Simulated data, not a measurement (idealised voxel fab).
process module | voxel released beams
cross-section cut | 290 nm wide | cells 5 nm
A cross-section is a grid of square cells, given in bands from the top down. A band is one or more rows of cells.
Each band's line starts with the height of the band's top and of its bottom, in nm. Then come its materials from left to right, each with its width in nm. One material with "throughout" fills the band from edge to edge. "air" is empty space.
Height 0 is the level under which the wafer as received is all one material. The lowest band goes on downwards, as in "0 down".
A width such as "30 to 40" changes by the same amount from each row of cells to the next, from the band's top row to its bottom row.
"no change" after a step means that no cell of the cross-section changed.
closed voids: empty space of 8 cells or more with no open way to the top, each as width x height at its distance from the left edge, in nm
after a step's settings: what the simulator itself notes on the step
overlay nm, on a step with a mask: how far to the right of its planned place the mask lay; to the left if negative
Each pair below shows a cross-section before one step and the cross-section after it, down to the lowest band that changed. The line under each pair gives the step between them, with its settings. The pairs can come from different runs of this module on the same starting wafer, so a pair continues from the pair above only where its "before" says so.
before
  0 down: Si throughout
  closed voids: none
after
  5 to 0: SiN throughout
  below 0: unchanged
  closed voids: none
the step between: op CONFORMAL_DEP | material SiN | thk nm 5
before: the cross-section after the pair above
after
  15 to 5: SiO2 throughout
  below 5: unchanged
  closed voids: none
the step between: op DIRECTIONAL_DEP | material SiO2 | thk nm 10
before: the cross-section after the pair above
after
  25 to 15: aC throughout
  below 15: unchanged
  closed voids: none
the step between: op DIRECTIONAL_DEP | material aC | thk nm 10
before: the cross-section after the pair above
after
  50 to 25: resist 85 | air 40 | resist 165
  below 25: unchanged
  closed voids: none
the step between: op PATTERN | tone open | mask id ANCHOR | material resist | width nm 40 | thk nm 25 | overlay nm 0
before: the cross-section after the pair above
after
  40 to 25: resist 85 | air 40 | resist 165
  25 to 15: aC 85 | air 40 | aC 165
  below 15: unchanged
  closed voids: none
the step between: op DIRECTIONAL_ETCH | etch materials aC | depth nm 10
before: the cross-section after the pair above
after
  25 to 15: aC 85 | air 40 | aC 165
  below 15: unchanged
  closed voids: none
the step between: op STRIP | etch materials resist
before: the cross-section after the pair above
after
  25 to 15: aC 85 | air 40 | aC 165
  15 to 5: SiO2 85 | air 40 | SiO2 165
  below 5: unchanged
  closed voids: none
the step between: op DIRECTIONAL_ETCH | etch materials SiO2 | depth nm 10
before: the cross-section after the pair above
after
  15 to 5: SiO2 85 | air 40 | SiO2 165
  below 5: unchanged
  closed voids: none
the step between: op STRIP | etch materials aC
before: the cross-section after the pair above
after
  30 to 20: W 100 | air 10 | W 180
  20 to 15: W throughout
  15 to 5: SiO2 85 | W 40 | SiO2 165
  below 5: unchanged
  closed voids: none
the step between: op CONFORMAL_DEP | material W | thk nm 15
before: the cross-section after the pair above
after
  30 to 20: air 80 | W 20 | air 10 | W 90 | air 90
  20 to 15: air 80 | W 120 | air 90
  below 15: unchanged
  closed voids: none
the step between: op MASKED_ETCH | tone cover | mask id BEAM | width nm 120 | etch materials W | depth nm 15 | overlay nm 0
before: the cross-section after the pair above
after
  30 to 20: air 80 | W 20 | air 10 | W 90 | air 90
  20 to 15: air 80 | W 120 | air 90
  15 to 5: air 85 | W 40 | air 165
  below 5: unchanged
  closed voids: none
the step between: op STRIP | etch materials SiO2
before
  0 down: Si throughout
  closed voids: none
after
  10 to 0: SiO2 throughout
  below 0: unchanged
  closed voids: none
the step between: op DIRECTIONAL_DEP | material SiO2 | thk nm 10
before: the cross-section after the pair above
after
  20 to 10: aC throughout
  below 10: unchanged
  closed voids: none
the step between: op DIRECTIONAL_DEP | material aC | thk nm 10
before: the cross-section after the pair above
after
  45 to 20: resist 85 | air 40 | resist 165
  below 20: unchanged
  closed voids: none
the step between: op PATTERN | tone open | mask id ANCHOR | material resist | width nm 40 | thk nm 25 | overlay nm 0
before: the cross-section after the pair above
after
  35 to 20: resist 85 | air 40 | resist 165
  20 to 10: aC 85 | air 40 | aC 165
  below 10: unchanged
  closed voids: none
the step between: op DIRECTIONAL_ETCH | etch materials aC | depth nm 10
before: the cross-section after the pair above
after
  20 to 10: aC 85 | air 40 | aC 165
  below 10: unchanged
  closed voids: none
the step between: op STRIP | etch materials resist
before: the cross-section after the pair above
after
  20 to 10: aC 85 | air 40 | aC 165
  10 to 0: SiO2 85 | air 40 | SiO2 165
  below 0: unchanged
  closed voids: none
the step between: op DIRECTIONAL_ETCH | etch materials SiO2 | depth nm 10
before: the cross-section after the pair above
after
  10 to 0: SiO2 85 | air 40 | SiO2 165
  below 0: unchanged
  closed voids: none
the step between: op STRIP | etch materials aC
before: the cross-section after the pair above
after
  25 to 15: W 100 | air 10 | W 180
  15 to 10: W throughout
  10 to 0: SiO2 85 | W 40 | SiO2 165
  below 0: unchanged
  closed voids: none
the step between: op CONFORMAL_DEP | material W | thk nm 15
before: the cross-section after the pair above
after
  25 to 15: air 80 | W 20 | air 10 | W 90 | air 90
  15 to 10: air 80 | W 120 | air 90
  below 10: unchanged
  closed voids: none
the step between: op MASKED_ETCH | tone cover | mask id BEAM | width nm 120 | etch materials W | depth nm 15 | overlay nm 0
before: the cross-section after the pair above
after
  25 to 15: air 80 | W 20 | air 10 | W 90 | air 90
  15 to 10: air 80 | W 120 | air 90
  10 to 0: air 85 | W 40 | air 165
  below 0: unchanged
  closed voids: none
the step between: op STRIP | etch materials SiO2
before
  30 to 20: W 100 | air 10 | W 180
  20 to 15: W throughout
  15 to 5: SiO2 85 | W 40 | SiO2 165
  5 to 0: SiN throughout
  0 down: Si throughout
  closed voids: none
after
  45 to 15: W throughout
  below 15: unchanged
  closed voids: none
the step between: op CONFORMAL_DEP | material W | thk nm 15
before: the cross-section after the pair above
after
  45 to 30: air 80 | W 120 | air 90
  below 30: unchanged
  closed voids: none
the step between: op MASKED_ETCH | tone cover | mask id BEAM | width nm 120 | etch materials W | depth nm 15 | overlay nm 0
before
  10 to 0: SiO2 throughout
  0 down: Si throughout
  closed voids: none
after
  15 to 10: SiN throughout
  below 10: unchanged
  closed voids: none
the step between: op CONFORMAL_DEP | material SiN | thk nm 5
before: the cross-section after the pair above
after
  25 to 15: aC throughout
  below 15: unchanged
  closed voids: none
the step between: op DIRECTIONAL_DEP | material aC | thk nm 10
before: the cross-section after the pair above
after
  50 to 25: resist 85 | air 40 | resist 165
  below 25: unchanged
  closed voids: none
the step between: op PATTERN | tone open | mask id ANCHOR | material resist | width nm 40 | thk nm 25 | overlay nm 0
before: the cross-section after the pair above
after
  40 to 25: resist 85 | air 40 | resist 165
  25 to 15: aC 85 | air 40 | aC 165
  below 15: unchanged
  closed voids: none
the step between: op DIRECTIONAL_ETCH | etch materials aC | depth nm 10
before: the cross-section after the pair above
after
  25 to 15: aC 85 | air 40 | aC 165
  below 15: unchanged
  closed voids: none
the step between: op STRIP | etch materials resist
before: the cross-section after the pair above
after
  15 to 10: SiN throughout
  below 10: unchanged
  closed voids: none
the step between: op STRIP | etch materials aC
before: the cross-section after the pair above
after
  30 to 15: W throughout
  below 15: unchanged
  closed voids: none
the step between: op CONFORMAL_DEP | material W | thk nm 15
before: the cross-section after the pair above
after
  30 to 15: air 80 | W 120 | air 90
  below 15: unchanged
  closed voids: none
the step between: op MASKED_ETCH | tone cover | mask id BEAM | width nm 120 | etch materials W | depth nm 15 | overlay nm 0
before
  0 down: Si throughout
  closed voids: none
after
  15 to 0: SiN throughout
  below 0: unchanged
  closed voids: none
the step between: op CONFORMAL_DEP | material SiN | thk nm 15
before: the cross-section after the pair above
after
  25 to 15: SiO2 throughout
  below 15: unchanged
  closed voids: none
the step between: op DIRECTIONAL_DEP | material SiO2 | thk nm 10
before: the cross-section after the pair above
after
  35 to 25: aC throughout
  below 25: unchanged
  closed voids: none
the step between: op DIRECTIONAL_DEP | material aC | thk nm 10
before: the cross-section after the pair above
after
  60 to 35: resist 85 | air 40 | resist 165
  below 35: unchanged
  closed voids: none
the step between: op PATTERN | tone open | mask id ANCHOR | material resist | width nm 40 | thk nm 25 | overlay nm 0
before: the cross-section after the pair above
after
  50 to 35: resist 85 | air 40 | resist 165
  35 to 25: aC 85 | air 40 | aC 165
  below 25: unchanged
  closed voids: none
the step between: op DIRECTIONAL_ETCH | etch materials aC | depth nm 10
before: the cross-section after the pair above
after
  35 to 25: aC 85 | air 40 | aC 165
  below 25: unchanged
  closed voids: none
the step between: op STRIP | etch materials resist
before: the cross-section after the pair above
after
  35 to 25: aC 85 | air 40 | aC 165
  25 to 15: SiO2 85 | air 40 | SiO2 165
  below 15: unchanged
  closed voids: none
the step between: op DIRECTIONAL_ETCH | etch materials SiO2 | depth nm 10
before: the cross-section after the pair above
after
  25 to 15: SiO2 85 | air 40 | SiO2 165
  below 15: unchanged
  closed voids: none
the step between: op STRIP | etch materials aC
before: the cross-section after the pair above
after
  40 to 30: W 100 | air 10 | W 180
  30 to 25: W throughout
  25 to 15: SiO2 85 | W 40 | SiO2 165
  below 15: unchanged
  closed voids: none
the step between: op CONFORMAL_DEP | material W | thk nm 15
before: the cross-section after the pair above
after
  40 to 30: air 80 | W 20 | air 10 | W 90 | air 90
  30 to 25: air 80 | W 120 | air 90
  below 25: unchanged
  closed voids: none
the step between: op MASKED_ETCH | tone cover | mask id BEAM | width nm 120 | etch materials W | depth nm 15 | overlay nm 0
before: the cross-section after the pair above
after
  40 to 30: air 80 | W 20 | air 10 | W 90 | air 90
  30 to 25: air 80 | W 120 | air 90
  25 to 15: air 85 | W 40 | air 165
  below 15: unchanged
  closed voids: none
the step between: op STRIP | etch materials SiO2
before
  30 to 20: W 100 | air 10 | W 180
  20 to 15: W throughout
  15 to 5: SiO2 85 | W 40 | SiO2 165
  5 to 0: SiN throughout
  0 down: Si throughout
  closed voids: none
after
  30 to 20: air 80 | W 20 | air 10 | W 95 | air 85
  20 to 15: air 80 | W 125 | air 85
  below 15: unchanged
  closed voids: none
the step between: op MASKED_ETCH | tone cover | mask id BEAM | width nm 125 | etch materials W | depth nm 15 | overlay nm 0
before: the cross-section after the pair above
after
  30 to 20: air 80 | W 20 | air 10 | W 95 | air 85
  20 to 15: air 80 | W 125 | air 85
  15 to 5: air 85 | W 40 | air 165
  below 5: unchanged
  closed voids: none
the step between: op STRIP | etch materials SiO2
before
  30 to 20: W 100 | air 10 | W 180
  20 to 15: W throughout
  15 to 5: SiO2 85 | W 40 | SiO2 165
  5 to 0: SiN throughout
  0 down: Si throughout
  closed voids: none
after
  30 to 20: air 85 | W 15 | air 10 | W 95 | air 85
  20 to 15: air 85 | W 120 | air 85
  below 15: unchanged
  closed voids: none
the step between: op MASKED_ETCH | tone cover | mask id BEAM | width nm 120 | etch materials W | depth nm 15 | overlay nm 5
before: the cross-section after the pair above
after
  30 to 20: air 85 | W 15 | air 10 | W 95 | air 85
  20 to 15: air 85 | W 120 | air 85
  15 to 5: air 85 | W 40 | air 165
  below 5: unchanged
  closed voids: none
the step between: op STRIP | etch materials SiO2
before
  15 to 5: SiO2 throughout
  5 to 0: SiN throughout
  0 down: Si throughout
  closed voids: none
after
  25 to 15: W throughout
  below 15: unchanged
  closed voids: none
the step between: op DIRECTIONAL_DEP | material W | thk nm 10
before: the cross-section after the pair above
after
  50 to 25: resist 85 | air 40 | resist 165
  below 25: unchanged
  closed voids: none
the step between: op PATTERN | tone open | mask id ANCHOR | material resist | width nm 40 | thk nm 25 | overlay nm 0
before: the cross-section after the pair above
after
  40 to 25: resist 85 | air 40 | resist 165
  below 25: unchanged
  closed voids: none
the step between: op DIRECTIONAL_ETCH | etch materials aC | depth nm 10
before: the cross-section after the pair above
after
  25 to 15: W throughout
  below 15: unchanged
  closed voids: none
the step between: op STRIP | etch materials resist
before: the cross-section after the pair above
after
  40 to 15: W throughout
  below 15: unchanged
  closed voids: none
the step between: op CONFORMAL_DEP | material W | thk nm 15
before: the cross-section after the pair above
after
  40 to 25: air 80 | W 120 | air 90
  below 25: unchanged
  closed voids: none
the step between: op MASKED_ETCH | tone cover | mask id BEAM | width nm 120 | etch materials W | depth nm 15 | overlay nm 0
before
  30 to 20: W 100 | air 10 | W 180
  20 to 15: W throughout
  15 to 5: SiO2 85 | W 40 | SiO2 165
  5 to 0: SiN throughout
  0 down: Si throughout
  closed voids: none
after
  30 to 15: W 80 | air 120 | W 90
  15 to 5: SiO2 85 | W 15 | air 10 | W 15 | SiO2 165
  below 5: unchanged
  closed voids: none
the step between: op MASKED_ETCH | tone open | mask id BEAM | width nm 120 | etch materials W | depth nm 15 | overlay nm 0
before: the cross-section after the pair above
after
  15 to 5: air 85 | W 15 | air 10 | W 15 | air 165
  below 5: unchanged
  closed voids: none
the step between: op STRIP | etch materials SiO2
